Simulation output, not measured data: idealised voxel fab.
The process module that follows is named voxel tone inversion.
FYI the section here is cut, 200 nm wide, cells are 5 nm squares.
Reading order for cross-sections: top band down to bottom band. Underlying form: a grid of square cells. Band size: one or more rows of cells. Each band's line starts with the height of the band's top and of its bottom, in nm. Then come its materials from left to right, each with its width in nm. One material with "all across" fills the band from edge to edge. "air" is empty space. Heights are measured from 0, the level below which the as-received wafer is all one material; the lowest band has no bottom and continues downward, written as in "0 down". The expression "30 to 40" gives the width at the extremes of the band, the first number at its top row of cells and the second at its bottom row, with the width changing by equal amounts from each row to the next in between. Any step labelled "no change" changed none of the cells in the cross-section. Closed-off voids of 8+ cells (no open route to the top) go in "Enclosed voids", written width x height at distance from the left edge, in nm. What comes after the settings on a step's line is commentary from the simulator itself on that step. overlay nm, on a step with a mask: how far to the right of its planned place the mask lay; to the left if negative.
Listed below are the process steps as planned:
1) RECEIVE,material Si
2) CONFORMAL_DEP,material SiCN,thk nm 5
3) DIRECTIONAL_DEP,material aC,thk nm 25
4) PATTERN,tone cover,mask id POSTS,material resist,width nm 20,pitch nm 35,thk nm 35,overlay nm 0
5) DIRECTIONAL_ETCH,etch materials aC,depth nm 25
6) STRIP,etch materials resist
7) FILL_DEP,material SiO2,thk nm 10
8) CMP,height nm 30
9) STRIP,etch materials aC
10) CONFORMAL_DEP,material TiN,thk nm 5
11) FILL_DEP,material Cu,thk nm 10
12) CMP,height nm 30
13) CONFORMAL_DEP,material SiCN,thk nm 5
As received (post step 1): cross-section:
- 0 down | Si all across
- Enclosed voids: none
End-of-module cross-section. Starting structure and process plan as above; one mistake made in running it:
- 35 to 30 | SiCN all across
- 30 to 10 | SiO2: 60  TiN: 5  Cu: 10  TiN: 5  SiO2: 15  TiN: 5  Cu: 10  TiN: 5  SiO2: 85
- 10 to 5 | SiO2: 60  TiN: 20  SiO2: 15  TiN: 20  SiO2: 85
- 5 to 0 | SiCN all across
- 0 down | Si all across
- Enclosed voids: none
Misprocessing identified: not per plan at step 4, really ran PATTERN,tone cover,mask id POSTS,material resist,width nm 20,pitch nm 35,thk nm 35,overlay nm -10
